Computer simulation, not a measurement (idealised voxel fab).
process module | voxel released beams
In the cross-section labelled cut, the width is 235 nm and each square cell is 5 nm.
Cross-sections here: square-cell grids, written as top-down lists of bands, a band being one or more rows of cells.
The band entry comprises the height of the band's top followed by the height of its bottom, expressed in nm, and subsequently the band's materials from left to right, each stated together with its width in nm. Where a single material is marked with the word "edge to edge", that material fills the band from edge to edge. The word "blank" represents empty space.
Heights are reckoned from 0. Under this level, the received wafer is all of one material. The bottommost band is open-ended downward, for example "0 and below".
Think of "30->40" as a width that walks from the first number to the second as you go down the band, top row to bottom row, taking equal-sized steps from row to row.
"all unchanged" -> step changed no cross-section cell.
Enclosed voids (no open way to top), threshold 8 cells or more, entry "Closed void register", notation width x height at distance, distance from left edge, nm.
Post-settings text on a step line: simulator's own remark regarding the step.
overlay nm: where the mask lay relative to plan, measured to the right, on steps with a mask; negatives go left.
Process steps - plan
1: RECEIVE (material Si)
2: CONFORMAL_DEP (material Al2O3; thk nm 10)
3: DIRECTIONAL_DEP (material SiO2; thk nm 15)
4: MASKED_ETCH (tone open; mask id ANCHOR; width nm 30; etch materials SiO2; depth nm 5; overlay nm 0)
5: CONFORMAL_DEP (material polySi; thk nm 10)
6: MASKED_ETCH (tone cover; mask id BEAM; width nm 100; etch materials polySi; depth nm 10; overlay nm 0)
7: STRIP (etch materials SiO2)
Wafers differ in depth nm at step 4; plan lists the first wafer's value; identical starting state.
First of several wafers, received after step 1, in cross-section
* 0 and below | Si edge to edge
* Closed void register: none
The figure below presents a cross-section of the first of several wafers at the conclusion of the module, following its last step, step 7
* 10 down to 0 | Al2O3 edge to edge
* 0 and below | Si edge to edge
* Closed void register: none
Sectional view of the last wafer upon completion of the module
* 35 down to 25 | blank: 65  polySi: 15  blank: 10  polySi: 75  blank: 70
* 25 down to 20 | blank: 70  polySi: 10  blank: 10  polySi: 10  blank: 135
* 20 down to 10 | blank: 70  polySi: 30  blank: 135
* 10 down to 0 | Al2O3 edge to edge
* 0 and below | Si edge to edge
* Closed void register: none
Heads up, this table goes wafer by wafer. A row tells you, at the end of the module, how many cells of each material that wafer has put on (+) or dropped (-) since it was received, and then its closed voids
depth nm 5; +94 Al2O3; Closed void register: none
depth nm 10; +94 Al2O3; Closed void register: none
depth nm 15; +94 Al2O3; +52 polySi; Closed void register: none
depth nm 20; +94 Al2O3; +52 polySi; Closed void register: none
depth nm 25; +94 Al2O3; +52 polySi; Closed void register: none
depth nm 30; +94 Al2O3; +52 polySi; Closed void register: none
